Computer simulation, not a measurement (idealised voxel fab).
Process module heading - voxel fin reveal
The cross-section on display is named cut; it measures 165 nm wide, and its cells are 5 nm squares.
Bands, listed from the top down, are how a cross-section gets written in this document; the cross-section itself is a grid of square cells, and a band is one or more rows of them.
Basically the band line says how high the top is and how high the bottom is, in nm, and then what's in it from left to right, every material with its width in nm. Empty space shows up as "air", and if a single material carries "all across" it runs the full band edge to edge.
Zero point of the height axis is 0; under it, received wafer = one material. Lowest band: continues down indefinitely, "0 and below".
Width: "30 to 40" (first number = top row, second number = bottom row, same change from row to row of cells).
Key: "remained unchanged" - step with no changed cell in the cross-section.
Fully closed voids: empty space of 8 cells or more with no open way to the top, each as width x height at its distance from the left edge, in nm
Read whatever lies past the settings on a step's line as the simulator's own remark about the step.
overlay nm: on a step with a mask, how far right of its planned place the mask lay; negative means left.
## Below is the list of planned process steps
1 RECEIVE, material Si
2 CONFORMAL_DEP, material SiN, thk nm 5
3 PATTERN, tone cover, mask id FINS, material resist, width nm 15, pitch nm 35, thk nm 20, overlay nm -5
4 DIRECTIONAL_ETCH, etch materials SiN, depth nm 5
5 DIRECTIONAL_ETCH, etch materials Si, depth nm 30
6 STRIP, etch materials resist
7 OXIDIZE, depth nm 5
8 FILL_DEP, material SiO2, thk nm 5
9 CMP, height nm 5
10 SELECTIVE_ETCH, etch materials SiO2, depth nm 20
11 STRIP, etch materials SiN
12 CONFORMAL_DEP, material HfO2, thk nm 5
Same starting wafers, different overlay nm at step 3. Plan value belongs to the first wafer.
## Step 1 complete: as-received cross-section of the first of several wafers
- 0 and below  Si all across
- Fully closed voids: none
## Heads up, this table goes wafer by wafer. A row tells you, at the end of the module, how many cells of each material that wafer has put on (+) or dropped (-) since it was received, and then its closed voids
overlay nm -5, +57 HfO2, -203 Si, +116 SiO2, Fully closed voids: none
overlay nm 0, +57 HfO2, -203 Si, +116 SiO2, Fully closed voids: none
overlay nm 5, +57 HfO2, -203 Si, +116 SiO2, Fully closed voids: none
overlay nm 10, +57 HfO2, -203 Si, +116 SiO2, Fully closed voids: none
